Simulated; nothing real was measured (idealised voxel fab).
process module | voxel ribs on slabs
cross-section cut | 175 nm wide | cells 5 nm
A cross-section is a grid of square cells, given in bands from the top down. A band is one or more rows of cells.
Each band's line starts with the height of the band's top and of its bottom, in nm. Then come its materials from left to right, each with its width in nm. One material with "throughout" fills the band from edge to edge. "air" is empty space.
Height 0 is the level under which the wafer as received is all one material. The lowest band goes on downwards, as in "0 down".
A width such as "30 to 40" changes by the same amount from each row of cells to the next, from the band's top row to its bottom row.
"no change" after a step means that no cell of the cross-section changed.
closed voids: empty space of 8 cells or more with no open way to the top, each as width x height at its distance from the left edge, in nm
after a step's settings: what the simulator itself notes on the step
overlay nm, on a step with a mask: how far to the right of its planned place the mask lay; to the left if negative
plan
1 op RECEIVE | material Si
2 op DIRECTIONAL_DEP | material SiO2 | thk nm 30
3 op DIRECTIONAL_DEP | material SiN | thk nm 20
4 op PATTERN | tone cover | mask id RIB | material resist | width nm 20 | thk nm 20 | overlay nm -15
5 op DIRECTIONAL_ETCH | etch materials SiN | depth nm 15
6 op STRIP | etch materials resist
7 op PATTERN | tone cover | mask id SLAB | material resist | width nm 60 | thk nm 20 | overlay nm 0
8 op DIRECTIONAL_ETCH | etch materials SiN | depth nm 5
9 op STRIP | etch materials resist
10 op FILL_DEP | material SiO2 | thk nm 15
11 op CMP | height nm 60
12 op DIRECTIONAL_DEP | material TiN | thk nm 10
13 op DIRECTIONAL_DEP | material aC | thk nm 10
14 op PATTERN | tone cover | mask id HEATER | material resist | width nm 30 | thk nm 25 | overlay nm 0
15 op DIRECTIONAL_ETCH | etch materials aC | depth nm 10
16 op STRIP | etch materials resist
17 op DIRECTIONAL_ETCH | etch materials TiN | depth nm 10
18 op STRIP | etch materials aC
19 op CONFORMAL_DEP | material SiN | thk nm 5
varied across the wafers: overlay nm of step 4. The plan shows the first wafer's value. All wafers start alike
first wafer as received, after step 1
  0 down: Si throughout
  closed voids: none
first wafer at the end, after step 19
  75 to 70: air 65 | SiN 40 | air 70
  70 to 65: air 65 | SiN 5 | TiN 30 | SiN 5 | air 70
  65 to 60: SiN 70 | TiN 30 | SiN 75
  60 to 50: SiO2 throughout
  50 to 35: SiO2 60 | SiN 20 | SiO2 95
  35 to 30: SiO2 55 | SiN 60 | SiO2 60
  30 to 0: SiO2 throughout
  0 down: Si throughout
  closed voids: none
last wafer at the end
  75 to 70: air 65 | SiN 40 | air 70
  70 to 65: air 65 | SiN 5 | TiN 30 | SiN 5 | air 70
  65 to 60: SiN 70 | TiN 30 | SiN 75
  60 to 50: SiO2 throughout
  50 to 35: SiO2 90 | SiN 20 | SiO2 65
  35 to 30: SiO2 55 | SiN 60 | SiO2 60
  30 to 0: SiO2 throughout
  0 down: Si throughout
  closed voids: none
each wafer at the end: cells of each material gained (+) or lost (-) since it was received, then its closed voids
overlay nm -15 | +63 SiN | +396 SiO2 | +12 TiN | closed voids: none
overlay nm -10 | +63 SiN | +396 SiO2 | +12 TiN | closed voids: none
overlay nm -5 | +63 SiN | +396 SiO2 | +12 TiN | closed voids: none
overlay nm 0 | +63 SiN | +396 SiO2 | +12 TiN | closed voids: none
overlay nm 5 | +63 SiN | +396 SiO2 | +12 TiN | closed voids: none
overlay nm 10 | +63 SiN | +396 SiO2 | +12 TiN | closed voids: none
overlay nm 15 | +63 SiN | +396 SiO2 | +12 TiN | closed voids: none
